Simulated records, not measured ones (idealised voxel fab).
process module | voxel transistor to metal
cross-section cut | 155 nm wide | cells 5 nm
A cross-section is a grid of square cells, given in bands from the top down. A band is one or more rows of cells.
Each band's line starts with the height of the band's top and of its bottom, in nm. Then come its materials from left to right, each with its width in nm. One material with "throughout" fills the band from edge to edge. "air" is empty space.
Height 0 is the level under which the wafer as received is all one material. The lowest band goes on downwards, as in "0 down".
A width such as "30 to 40" changes by the same amount from each row of cells to the next, from the band's top row to its bottom row.
"no change" after a step means that no cell of the cross-section changed.
closed voids: empty space of 8 cells or more with no open way to the top, each as width x height at its distance from the left edge, in nm
after a step's settings: what the simulator itself notes on the step
overlay nm, on a step with a mask: how far to the right of its planned place the mask lay; to the left if negative
plan
1 op RECEIVE | material Si
2 op CONFORMAL_DEP | material SiO2 | thk nm 5
3 op CONFORMAL_DEP | material SiN | thk nm 15
4 op DIRECTIONAL_DEP | material aC | thk nm 10
5 op PATTERN | tone cover | mask id ACTIVE | material resist | width nm 95 | thk nm 30 | overlay nm 0
6 op DIRECTIONAL_ETCH | etch materials aC | depth nm 10
7 op STRIP | etch materials resist
8 op DIRECTIONAL_ETCH | etch materials SiN | depth nm 15
9 op DIRECTIONAL_ETCH | etch materials SiO2 | depth nm 5
10 op DIRECTIONAL_ETCH | etch materials Si | depth nm 20
11 op STRIP | etch materials aC
12 op FILL_DEP | material SiO2 | thk nm 10
13 op CMP | height nm 20
14 op SELECTIVE_ETCH | etch materials SiO2 | depth nm 10
15 op STRIP | etch materials SiN
16 op SELECTIVE_ETCH | etch materials SiO2 | depth nm 5
17 op OXIDIZE | depth nm 5
18 op DIRECTIONAL_DEP | material polySi | thk nm 25
19 op DIRECTIONAL_DEP | material SiCN | thk nm 15
20 op DIRECTIONAL_DEP | material aC | thk nm 15
21 op PATTERN | tone cover | mask id GATE | material resist | width nm 15 | thk nm 35 | overlay nm 0
22 op DIRECTIONAL_ETCH | etch materials aC | depth nm 15
23 op STRIP | etch materials resist
24 op DIRECTIONAL_ETCH | etch materials SiCN | depth nm 25
25 op DIRECTIONAL_ETCH | etch materials polySi | depth nm 35
26 op STRIP | etch materials aC
27 op CONFORMAL_DEP | material SiO2 | thk nm 5
28 op DIRECTIONAL_ETCH | etch materials SiO2 | depth nm 5
29 op CONFORMAL_DEP | material SiN | thk nm 10
30 op DIRECTIONAL_ETCH | etch materials SiN | depth nm 10
31 op DIRECTIONAL_ETCH | etch materials SiO2 | depth nm 5
32 op DIRECTIONAL_ETCH | etch materials Si | depth nm 10
33 op EPI | material SiGe | thk nm 10
34 op FILL_DEP | material SiO2 | thk nm 10
35 op CMP | height nm 40
36 op DIRECTIONAL_DEP | material SiO2 | thk nm 10
37 op DIRECTIONAL_DEP | material aC | thk nm 15
38 op PATTERN | tone open | mask id CONTACT | material resist | width nm 30 | pitch nm 55 | thk nm 30 | overlay nm 0
39 op DIRECTIONAL_ETCH | etch materials aC | depth nm 15
40 op STRIP | etch materials resist
41 op DIRECTIONAL_ETCH | etch materials SiO2 | depth nm 45
42 op STRIP | etch materials aC
43 op CONFORMAL_DEP | material TiN | thk nm 5
44 op FILL_DEP | material Ru | thk nm 10
45 op CMP | height nm 50
46 op DIRECTIONAL_DEP | material TiN | thk nm 5
47 op DIRECTIONAL_DEP | material W | thk nm 20
48 op MASKED_ETCH | tone cover | mask id METAL_1 | width nm 20 | pitch nm 65 | etch materials W | depth nm 20 | overlay nm 0
49 op MASKED_ETCH | tone cover | mask id METAL_1 | width nm 20 | pitch nm 65 | etch materials TiN | depth nm 5 | overlay nm 0
50 op FILL_DEP | material SiO2 | thk nm 10
51 op CMP | height nm 75
52 op CONFORMAL_DEP | material SiN | thk nm 5
as received, after step 1
  0 down: Si throughout
  closed voids: none
a wafer at the end: this start, this plan, one mistake
  80 to 75: SiN throughout
  75 to 55: SiO2 35 | W 20 | SiO2 45 | W 20 | SiO2 35
  55 to 50: SiO2 35 | TiN 20 | SiO2 45 | TiN 20 | SiO2 35
  50 to 40: SiO2 35 | TiN 5 | Ru 20 to 10 | TiN 5 to 15 | SiO2 25 | TiN 5 to 15 | Ru 20 to 10 | TiN 5 | SiO2 35
  40 to 35: SiO2 35 | TiN 10 | Ru 5 | TiN 5 | SiN 10 | SiO2 5 | SiCN 15 | SiO2 5 | SiN 10 | TiN 5 | Ru 5 | TiN 10 | SiO2 35
  35 to 30: SiCN 25 | SiO2 5 | SiN 10 | TiN 15 | SiN 10 | SiO2 5 | SiCN 15 | SiO2 5 | SiN 10 | TiN 15 | SiN 10 | SiO2 5 | SiCN 25
  30 to 25: polySi 25 | SiCN 105 | polySi 25
  25 to 5: polySi throughout
  5 to 0: SiO2 25 | polySi 105 | SiO2 25
  0 to -5: SiO2 throughout
  -5 to -20: SiO2 30 | Si 95 | SiO2 30
  -20 down: Si throughout
  closed voids: none
what went wrong: step 19 was run twice
